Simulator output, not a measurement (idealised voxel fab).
Herein follows the process module entitled voxel air gaps.
For reference, the cross-section in this document is cut, with width 250 nm and square cells of 5 nm.
Cross-section, as written here: a square-cell grid given band by band from the top down, where a band holds one or more rows of cells.
A band entry consists of two parts. The first gives the height of the band's top and the height of its bottom, in nm. The rest lists the band's materials from left to right, each with its width in nm. A single material labelled with the word "edge to edge" fills the band from edge to edge, and the word "air" marks empty space.
For the purposes of this specification, 0 denotes the height below which the wafer in its as-received condition is composed wholly of one material, and the lowermost band, lacking a lower limit, extends downward without end, as expressed in "z 0 and below".
With a width like "30 to 40", each row of cells in the band differs from the next by the same amount, the top row carrying the first number and the bottom row the second.
Any step labelled "remains unaltered" changed none of the cells in the cross-section.
Closed void inventory: empty space of 8 cells or more with no open way to the top, each as width x height at its distance from the left edge, in nm
Past the settings on a step's line: simulator remark, on that step.
Steps that use a mask can have "overlay nm" on their line. It says how far the mask sat to the right of where it was meant to be. Negative means to the left.

LIST OF PLANNED PROCESS STEPS
1,RECEIVE,material Si
2,CONFORMAL_DEP,material SiO2,thk nm 15
3,CONFORMAL_DEP,material SiCN,thk nm 5
4,DIRECTIONAL_DEP,material SiO2,thk nm 30
5,MASKED_ETCH,tone open,mask id LINES,width nm 20,pitch nm 50,etch materials SiO2,depth nm 30,overlay nm 0
6,CONFORMAL_DEP,material TiN,thk nm 5
7,FILL_DEP,material W,thk nm 10
8,CMP,height nm 50
9,EPI,material Ru,thk nm 10
10,SELECTIVE_ETCH,etch materials SiO2,depth nm 40
11,CONFORMAL_DEP,material SiCN,thk nm 5

FIRST OF TWO WAFERS, PROCESSED ACCORDING TO PLAN

SO THIS IS THE INCOMING WAFER IN CROSS-SECTION - IT'S ALREADY BEEN THROUGH STEP 1
	z 0 and below  Si edge to edge
	Closed void inventory: none

HOW THE WAFER STANDS IN SECTION AFTER STEP 2
	z 15 to 0  SiO2 edge to edge
	Below a height of 0, the structure has not been altered.

HOW THE WAFER STANDS IN SECTION AFTER STEP 3
	z 20 to 15  SiCN edge to edge
	Below a height of 15, the structure has not been altered.

HOW THE WAFER STANDS IN SECTION AFTER STEP 4
	z 50 to 20  SiO2 edge to edge
	Below a height of 20, the structure has not been altered.

HOW THE WAFER STANDS IN SECTION AFTER STEP 5
	z 50 to 20  SiO2=40, air=20, SiO2=30, air=20, SiO2=30, air=20, SiO2=30, air=20, SiO2=40
	Below a height of 20, the structure has not been altered.

HOW THE WAFER STANDS IN SECTION AFTER STEP 6
	z 55 to 50  TiN=45, air=10, TiN=40, air=10, TiN=40, air=10, TiN=40, air=10, TiN=45
	z 50 to 25  SiO2=40, TiN=5, air=10, TiN=5, SiO2=30, TiN=5, air=10, TiN=5, SiO2=30, TiN=5, air=10, TiN=5, SiO2=30, TiN=5, air=10, TiN=5, SiO2=40
	z 25 to 20  SiO2=40, TiN=20, SiO2=30, TiN=20, SiO2=30, TiN=20, SiO2=30, TiN=20, SiO2=40
	Below a height of 20, the structure has not been altered.

HOW THE WAFER STANDS IN SECTION AFTER STEP 7
	z 65 to 55  W edge to edge
	z 55 to 50  TiN=45, W=10, TiN=40, W=10, TiN=40, W=10, TiN=40, W=10, TiN=45
	z 50 to 25  SiO2=40, TiN=5, W=10, TiN=5, SiO2=30, TiN=5, W=10, TiN=5, SiO2=30, TiN=5, W=10, TiN=5, SiO2=30, TiN=5, W=10, TiN=5, SiO2=40
	Below a height of 25, the structure has not been altered.

HOW THE WAFER STANDS IN SECTION AFTER STEP 8
	z 50 to 25  SiO2=40, TiN=5, W=10, TiN=5, SiO2=30, TiN=5, W=10, TiN=5, SiO2=30, TiN=5, W=10, TiN=5, SiO2=30, TiN=5, W=10, TiN=5, SiO2=40
	Below a height of 25, the structure has not been altered.

HOW THE WAFER STANDS IN SECTION AFTER STEP 9
	z 60 to 50  air=30, Ru=40, air=10, Ru=40, air=10, Ru=40, air=10, Ru=40, air=30
	Below a height of 50, the structure has not been altered.

HOW THE WAFER STANDS IN SECTION AFTER STEP 10
	z 60 to 50  air=30, Ru=40, air=10, Ru=40, air=10, Ru=40, air=10, Ru=40, air=30
	z 50 to 25  air=40, TiN=5, W=10, TiN=5, air=30, TiN=5, W=10, TiN=5, air=30, TiN=5, W=10, TiN=5, air=30, TiN=5, W=10, TiN=5, air=40
	z 25 to 20  air=40, TiN=20, air=30, TiN=20, air=30, TiN=20, air=30, TiN=20, air=40
	Below a height of 20, the structure has not been altered.

HOW THE WAFER STANDS IN SECTION AFTER STEP 11
	z 65 to 60  air=25, SiCN=200, air=25
	z 60 to 50  air=25, SiCN=5, Ru=40, SiCN=10, Ru=40, SiCN=10, Ru=40, SiCN=10, Ru=40, SiCN=5, air=25
	z 50 to 45  air=25, SiCN=15, TiN=5, W=10, TiN=5, SiCN=30, TiN=5, W=10, TiN=5, SiCN=30, TiN=5, W=10, TiN=5, SiCN=30, TiN=5, W=10, TiN=5, SiCN=15, air=25
	z 45 to 25  air=35, SiCN=5, TiN=5, W=10, TiN=5, SiCN=5, air=20, SiCN=5, TiN=5, W=10, TiN=5, SiCN=5, air=20, SiCN=5, TiN=5, W=10, TiN=5, SiCN=5, air=20, SiCN=5, TiN=5, W=10, TiN=5, SiCN=5, air=35
	z 25 to 20  SiCN=40, TiN=20, SiCN=30, TiN=20, SiCN=30, TiN=20, SiCN=30, TiN=20, SiCN=40
	Below a height of 20, the structure has not been altered.
	Closed void inventory: 20 x 20 at 65; 20 x 20 at 115; 20 x 20 at 165

WHAT FOLLOWS CONCERNS THE SECOND WAFER, WHICH STARTED OUT LIKE THE FIRST AND WAS MEANT TO FOLLOW THE VERY SAME PLAN; ONE MISTAKE CREPT IN WHEN IT WAS RUN, BUT EVERYTHING UP TO AND INCLUDING STEP 8 IS THE SAME AS FOR THE FIRST WAFER

SECOND WAFER CROSS-SECTION, TAKEN AS OF THE TIME THE PLAN SETS FOR STEP 9 TO BE DONE
	z 50 to 25  air=40, TiN=5, W=10, TiN=5, air=30, TiN=5, W=10, TiN=5, air=30, TiN=5, W=10, TiN=5, air=30, TiN=5, W=10, TiN=5, air=40
	z 25 to 20  air=40, TiN=20, air=30, TiN=20, air=30, TiN=20, air=30, TiN=20, air=40
	Below a height of 20, the structure has not been altered.

SECOND WAFER CROSS-SECTION, TAKEN AS OF THE TIME THE PLAN SETS FOR STEP 10 TO BE DONE
	z 60 to 50  air=30, Ru=40, air=10, Ru=40, air=10, Ru=40, air=10, Ru=40, air=30
	z 50 to 25  air=30, Ru=10, TiN=5, W=10, TiN=5, Ru=10, air=10, Ru=10, TiN=5, W=10, TiN=5, Ru=10, air=10, Ru=10, TiN=5, W=10, TiN=5, Ru=10, air=10, Ru=10, TiN=5, W=10, TiN=5, Ru=10, air=30
	z 25 to 20  air=30, Ru=10, TiN=20, Ru=10, air=10, Ru=10, TiN=20, Ru=10, air=10, Ru=10, TiN=20, Ru=10, air=10, Ru=10, TiN=20, Ru=10, air=30
	Below a height of 20, the structure has not been altered.

SECOND WAFER CROSS-SECTION, TAKEN AS OF THE TIME THE PLAN SETS FOR STEP 11 TO BE DONE
	z 65 to 60  air=25, SiCN=200, air=25
	z 60 to 50  air=25, SiCN=5, Ru=40, SiCN=10, Ru=40, SiCN=10, Ru=40, SiCN=10, Ru=40, SiCN=5, air=25
	z 50 to 25  air=25, SiCN=5, Ru=10, TiN=5, W=10, TiN=5, Ru=10, SiCN=10, Ru=10, TiN=5, W=10, TiN=5, Ru=10, SiCN=10, Ru=10, TiN=5, W=10, TiN=5, Ru=10, SiCN=10, Ru=10, TiN=5, W=10, TiN=5, Ru=10, SiCN=5, air=25
	z 25 to 20  SiCN=30, Ru=10, TiN=20, Ru=10, SiCN=10, Ru=10, TiN=20, Ru=10, SiCN=10, Ru=10, TiN=20, Ru=10, SiCN=10, Ru=10, TiN=20, Ru=10, SiCN=30
	Below a height of 20, the structure has not been altered.
Processing error: it was found that steps 9 and 10 of the process plan had been performed in exchanged positions
Count the cells at the end and the second wafer has more or fewer of some materials than the first: Ru: 96 more, SiCN: 32 fewer
At the end, the first wafer has 3 closed voids and the second wafer has 0.
